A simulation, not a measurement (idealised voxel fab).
voxel self aligned vias: a process module
The width of the displayed cross-section, cut, is 165 nm; its cells are square, with a size of 5 nm.
We lay out every cross-section as a grid of square cells and spell it out in bands from the top down, where one band means one or more rows of cells. Look at the band entry: it leads with the top's height and the bottom's height in nm. Then it lists the materials left to right, with a width in nm for each. The word "throughout" on a single material says that material fills the band edge to edge. The word "empty" is empty space. It should be noted that heights are counted from 0, beneath which the wafer as supplied is of one material throughout, and that the lowest band possesses no lower boundary but continues downward, as written in "0 nm and below". When a width is written as two numbers, as in "30->40", the first number is the width in the top row of cells of the band and the second is the width in its bottom row, and the width changes by the same amount from each row to the next. "remains unaltered" after a step means that no cell of the cross-section changed. "Fully sealed cavities" specifies each empty space that is not open to the top and that occupies no fewer than 8 cells, using the form width x height at distance, the distance measured from the left edge and all three quantities in nm. Past the settings on a step's line: simulator remark, on that step. The optional step-line setting "overlay nm" applies to steps with a mask and quantifies how far to the right of its planned location the mask lay, a negative value indicating leftward placement.

THE STEPS PLANNED FOR THE PROCESS ARE AS FOLLOWS
step 1: RECEIVE with material Si
step 2: CONFORMAL_DEP with material SiO2, thk nm 15
step 3: CONFORMAL_DEP with material SiCN, thk nm 5
step 4: DIRECTIONAL_DEP with material SiO2, thk nm 20
step 5: MASKED_ETCH with tone open, mask id LINES, width nm 20, pitch nm 55, etch materials SiO2, depth nm 20, overlay nm 0
step 6: CONFORMAL_DEP with material TiN, thk nm 5
step 7: FILL_DEP with material Ru, thk nm 5
step 8: CMP with height nm 40
step 9: SELECTIVE_ETCH with etch materials W Ru TiN, depth nm 5
step 10: FILL_DEP with material SiN, thk nm 10
step 11: CMP with height nm 40
step 12: DIRECTIONAL_DEP with material SiO2, thk nm 20
step 13: DIRECTIONAL_DEP with material aC, thk nm 10
step 14: PATTERN with tone open, mask id VIAS, material resist, width nm 30, thk nm 30, overlay nm 0
step 15: DIRECTIONAL_ETCH with etch materials aC, depth nm 10
step 16: STRIP with etch materials resist
step 17: DIRECTIONAL_ETCH with etch materials SiO2, depth nm 20
step 18: DIRECTIONAL_ETCH with etch materials SiN, depth nm 5
step 19: STRIP with etch materials aC
step 20: CONFORMAL_DEP with material TiN, thk nm 5
step 21: FILL_DEP with material Cu, thk nm 5
step 22: CMP with height nm 60
step 23: CONFORMAL_DEP with material SiCN, thk nm 5

SHOWN IN CROSS-SECTION IS THE WAFER AS RECEIVED, THAT IS, AS IT STANDS AFTER STEP 1
    0 nm and below = Si throughout
    Fully sealed cavities: none

MODULE COMPLETE, CROSS-SECTION. STARTING POINT AND PLAN PER ABOVE. ONE MISTAKE MADE IN RUNNING THE MODULE
    65 nm to 60 nm = SiCN throughout
    60 nm to 45 nm = SiO2=40, then TiN=5, then Cu=20, then TiN=5, then SiO2=95
    45 nm to 40 nm = SiO2=40, then TiN=10, then Cu=10, then TiN=10, then SiO2=95
    40 nm to 35 nm = SiO2=45, then TiN=20, then SiO2=35, then SiN=20, then SiO2=45
    35 nm to 30 nm = SiCN throughout
    30 nm to 0 nm = SiO2 throughout
    0 nm and below = Si throughout
    Fully sealed cavities: none
Here's what went sideways: execution of plan step 2 occurred twice
